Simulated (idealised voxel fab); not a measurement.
The following process module bears the name voxel tone inversion.
Section shown: cut. Width: 165 nm. Cell size: 5 nm, square.
A cross-section is written here as square cells arranged in a grid, and it is given in bands from the top down, each band taking up one or more rows of cells. Band entry format. Leading values: height of top, height of bottom, nm. Remainder: materials in left-to-right order, each with its width in nm. Special words: "everywhere" on a single material, which then fills the band edge to edge; "air", empty space. Height is counted from the level 0, under which the received wafer is composed throughout of one material. The lowest of the bands is not closed at the bottom but continues downward, in the notation "from 0 down". When a width is written as two numbers, as in "30 to 40", the first number is the width in the top row of cells of the band and the second is the width in its bottom row, and the width changes by the same amount from each row to the next. When a step is marked "no change", none of the cells in the cross-section changed during that step. This entry, "Fully enclosed voids", enumerates those empty regions of no fewer than 8 cells that possess no open connection to the top. Each region is reported in the form width x height at distance, the distance being taken from the left edge, with all three quantities expressed in nm. On each step's line, the part that comes after the settings is the simulator's own comment on the step. What "overlay nm" on a step's line means: if the step has a mask, that mask lay this far to the right of its planned place, or, when the value is negative, to the left.

Process steps (planned)
1) RECEIVE | material Si
2) CONFORMAL_DEP | material SiCN | thk nm 5
3) DIRECTIONAL_DEP | material polySi | thk nm 15
4) PATTERN | tone cover | mask id POSTS | material resist | width nm 15 | pitch nm 40 | thk nm 20 | overlay nm 0
5) DIRECTIONAL_ETCH | etch materials polySi | depth nm 15
6) STRIP | etch materials resist
7) FILL_DEP | material SiO2 | thk nm 5
8) CMP | height nm 20
9) STRIP | etch materials polySi

Incoming wafer in cross-section (state: after step 1)
from 0 down = Si everywhere
Fully enclosed voids: none

Cross-sectional view of the first of the two wafers upon completion of the module, processed in accordance with the plan
from 20 to 5 = 55 of SiO2; 15 of air; 25 of SiO2; 15 of air; 55 of SiO2
from 5 to 0 = SiCN everywhere
from 0 down = Si everywhere
Fully enclosed voids: none

This cross-section belongs to the second wafer of two at the end of the module; the start and the plan were shared with the first, and the run included one mistake
from 20 to 5 = 50 of SiO2; 25 of air; 15 of SiO2; 25 of air; 50 of SiO2
from 5 to 0 = SiCN everywhere
from 0 down = Si everywhere
Fully enclosed voids: none
Heads up, the wafer didn't run the way we planned it: step 4 ran differently from the plan; actual operation with settings: PATTERN | tone cover | mask id POSTS | material resist | width nm 25 | pitch nm 40 | thk nm 20 | overlay nm 0
Cell-count delta at end, second wafer over first, by material: SiO2: 12 fewer
